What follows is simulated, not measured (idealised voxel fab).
Proc. module: voxel gate over fins
Each square cell in cross-section cut measures 5 nm, and the section as a whole is 210 nm wide.
If you're reading a cross-section in this doc, picture square cells in a grid; it comes to you as bands, top ones listed first down to the bottom, and a band can be one or more rows of cells.
For a band, the entry starts with two heights in nm, that of the top and then that of the bottom, and carries on with the band's materials in order from left to right, each alongside its width in nm; the word "edge to edge" beside a single material means it fills the band edge to edge, and "air" means empty space.
Note: height 0 marks the level under which the wafer is uniformly one material as received. Lowest band unbounded below, written "top 0, no bottom".
With a width like "30..40", each row of cells in the band differs from the next by the same amount, the top row carrying the first number and the bottom row the second.
Where a step carries "same as before", the cross-section came out of it unchanged, cell for cell.
For the entry "Enclosed cavities", the listed items are empty spaces with no open way to the top whose size is 8 cells or more; each item follows the pattern width x height at distance, where distance is from the left edge and all three are in nm.
On each step's line, the part that comes after the settings is the simulator's own comment on the step.
Steps that use a mask can have "overlay nm" on their line. It says how far the mask sat to the right of where it was meant to be. Negative means to the left.
Listed below are the process steps as planned:
1,RECEIVE (material Si)
2,CONFORMAL_DEP (material SiN; thk nm 5)
3,DIRECTIONAL_DEP (material aC; thk nm 10)
4,PATTERN (tone cover; mask id FINS; material resist; width nm 15; pitch nm 35; thk nm 30; overlay nm 0)
5,DIRECTIONAL_ETCH (etch materials aC; depth nm 10)
6,STRIP (etch materials resist)
7,DIRECTIONAL_ETCH (etch materials SiN; depth nm 5)
8,DIRECTIONAL_ETCH (etch materials Si; depth nm 35)
9,STRIP (etch materials aC)
10,OXIDIZE (depth nm 5)
11,FILL_DEP (material SiO2; thk nm 15)
12,CMP (height nm 5)
13,SELECTIVE_ETCH (etch materials SiO2; depth nm 20)
14,STRIP (etch materials SiN)
15,CONFORMAL_DEP (material HfO2; thk nm 5)
16,CONFORMAL_DEP (material TiN; thk nm 5)
17,CONFORMAL_DEP (material TiAl; thk nm 5)
18,CONFORMAL_DEP (material TiN; thk nm 5)
19,FILL_DEP (material W; thk nm 15)
20,CMP (height nm 30)
21,CONFORMAL_DEP (material SiN; thk nm 5)
As-received state of the wafer in cross-section, equivalent to post-step 1:
- top 0, no bottom  Si edge to edge
- Enclosed cavities: none
The first of the two wafers as seen in cross-section once the module was finished; processing followed the plan:
- top 35, bottom 30  SiN edge to edge
- top 30, bottom 20  W edge to edge
- top 20, bottom 15  30 nm W; 150 nm TiN; 30 nm W
- top 15, bottom 10  30 nm W; 5 nm TiN; 140 nm TiAl; 5 nm TiN; 30 nm W
- top 10, bottom 5  30 nm W; 5 nm TiN; 5 nm TiAl; 25 nm TiN; 10 nm TiAl; 25 nm TiN; 10 nm TiAl; 25 nm TiN; 10 nm TiAl; 25 nm TiN; 5 nm TiAl; 5 nm TiN; 30 nm W
- top 5, bottom 0  35 nm TiN; 5 nm TiAl; 5 nm TiN; 15 nm HfO2; 5 nm TiN; 10 nm TiAl; 5 nm TiN; 15 nm HfO2; 5 nm TiN; 10 nm TiAl; 5 nm TiN; 15 nm HfO2; 5 nm TiN; 10 nm TiAl; 5 nm TiN; 15 nm HfO2; 5 nm TiN; 5 nm TiAl; 35 nm TiN
- top 0, bottom -5  40 nm TiAl; 5 nm TiN; 5 nm HfO2; 5 nm Si; 5 nm HfO2; 5 nm TiN; 10 nm TiAl; 5 nm TiN; 5 nm HfO2; 5 nm Si; 5 nm HfO2; 5 nm TiN; 10 nm TiAl; 5 nm TiN; 5 nm HfO2; 5 nm Si; 5 nm HfO2; 5 nm TiN; 10 nm TiAl; 5 nm TiN; 5 nm HfO2; 5 nm Si; 5 nm HfO2; 5 nm TiN; 40 nm TiAl
- top -5, bottom -10  45 nm TiN; 5 nm HfO2; 5 nm Si; 5 nm HfO2; 20 nm TiN; 5 nm HfO2; 5 nm Si; 5 nm HfO2; 20 nm TiN; 5 nm HfO2; 5 nm Si; 5 nm HfO2; 20 nm TiN; 5 nm HfO2; 5 nm Si; 5 nm HfO2; 45 nm TiN
- top -10, bottom -15  50 nm HfO2; 5 nm Si; 30 nm HfO2; 5 nm Si; 30 nm HfO2; 5 nm Si; 30 nm HfO2; 5 nm Si; 50 nm HfO2
- top -15, bottom -40  50 nm SiO2; 5 nm Si; 30 nm SiO2; 5 nm Si; 30 nm SiO2; 5 nm Si; 30 nm SiO2; 5 nm Si; 50 nm SiO2
- top -40, no bottom  Si edge to edge
- Enclosed cavities: none
The second wafer, shown in cross-section after the module: started the same way as the first and given the same plan, yet one mistake crept into how it was run:
- top 35, bottom 30  SiN edge to edge
- top 30, bottom 20  W edge to edge
- top 20, bottom 15  30 nm W; 150 nm TiN; 30 nm W
- top 15, bottom 10  30 nm W; 5 nm TiN; 140 nm TiAl; 5 nm TiN; 30 nm W
- top 10, bottom 5  30 nm W; 5 nm TiN; 5 nm TiAl; 25 nm TiN; 10 nm TiAl; 25 nm TiN; 10 nm TiAl; 25 nm TiN; 10 nm TiAl; 25 nm TiN; 5 nm TiAl; 5 nm TiN; 30 nm W
- top 5, bottom 0  30 nm W; 5 nm TiN; 5 nm TiAl; 5 nm TiN; 15 nm HfO2; 5 nm TiN; 10 nm TiAl; 5 nm TiN; 15 nm HfO2; 5 nm TiN; 10 nm TiAl; 5 nm TiN; 15 nm HfO2; 5 nm TiN; 10 nm TiAl; 5 nm TiN; 15 nm HfO2; 5 nm TiN; 5 nm TiAl; 5 nm TiN; 30 nm W
- top 0, bottom -15  30 nm W; 5 nm TiN; 5 nm TiAl; 5 nm TiN; 5 nm HfO2; 5 nm Si; 5 nm HfO2; 5 nm TiN; 10 nm TiAl; 5 nm TiN; 5 nm HfO2; 5 nm Si; 5 nm HfO2; 5 nm TiN; 10 nm TiAl; 5 nm TiN; 5 nm HfO2; 5 nm Si; 5 nm HfO2; 5 nm TiN; 10 nm TiAl; 5 nm TiN; 5 nm HfO2; 5 nm Si; 5 nm HfO2; 5 nm TiN; 5 nm TiAl; 5 nm TiN; 30 nm W
- top -15, bottom -20  35 nm TiN; 5 nm TiAl; 5 nm TiN; 5 nm HfO2; 5 nm Si; 5 nm HfO2; 5 nm TiN; 10 nm TiAl; 5 nm TiN; 5 nm HfO2; 5 nm Si; 5 nm HfO2; 5 nm TiN; 10 nm TiAl; 5 nm TiN; 5 nm HfO2; 5 nm Si; 5 nm HfO2; 5 nm TiN; 10 nm TiAl; 5 nm TiN; 5 nm HfO2; 5 nm Si; 5 nm HfO2; 5 nm TiN; 5 nm TiAl; 35 nm TiN
- top -20, bottom -25  40 nm TiAl; 5 nm TiN; 5 nm HfO2; 5 nm Si; 5 nm HfO2; 5 nm TiN; 10 nm TiAl; 5 nm TiN; 5 nm HfO2; 5 nm Si; 5 nm HfO2; 5 nm TiN; 10 nm TiAl; 5 nm TiN; 5 nm HfO2; 5 nm Si; 5 nm HfO2; 5 nm TiN; 10 nm TiAl; 5 nm TiN; 5 nm HfO2; 5 nm Si; 5 nm HfO2; 5 nm TiN; 40 nm TiAl
- top -25, bottom -30  45 nm TiN; 5 nm HfO2; 5 nm Si; 5 nm HfO2; 20 nm TiN; 5 nm HfO2; 5 nm Si; 5 nm HfO2; 20 nm TiN; 5 nm HfO2; 5 nm Si; 5 nm HfO2; 20 nm TiN; 5 nm HfO2; 5 nm Si; 5 nm HfO2; 45 nm TiN
- top -30, bottom -35  50 nm HfO2; 5 nm Si; 30 nm HfO2; 5 nm Si; 30 nm HfO2; 5 nm Si; 30 nm HfO2; 5 nm Si; 50 nm HfO2
- top -35, bottom -40  50 nm SiO2; 5 nm Si; 30 nm SiO2; 5 nm Si; 30 nm SiO2; 5 nm Si; 30 nm SiO2; 5 nm Si; 50 nm SiO2
- top -40, no bottom  Si edge to edge
- Enclosed cavities: none
What went wrong in running the wafer? heads up, step 13 of the plan got done twice
FYI, end of process, the second wafer has more or fewer cells of some materials than the first: +32 HfO2, -152 SiO2, +32 TiAl, +40 TiN, +48 W
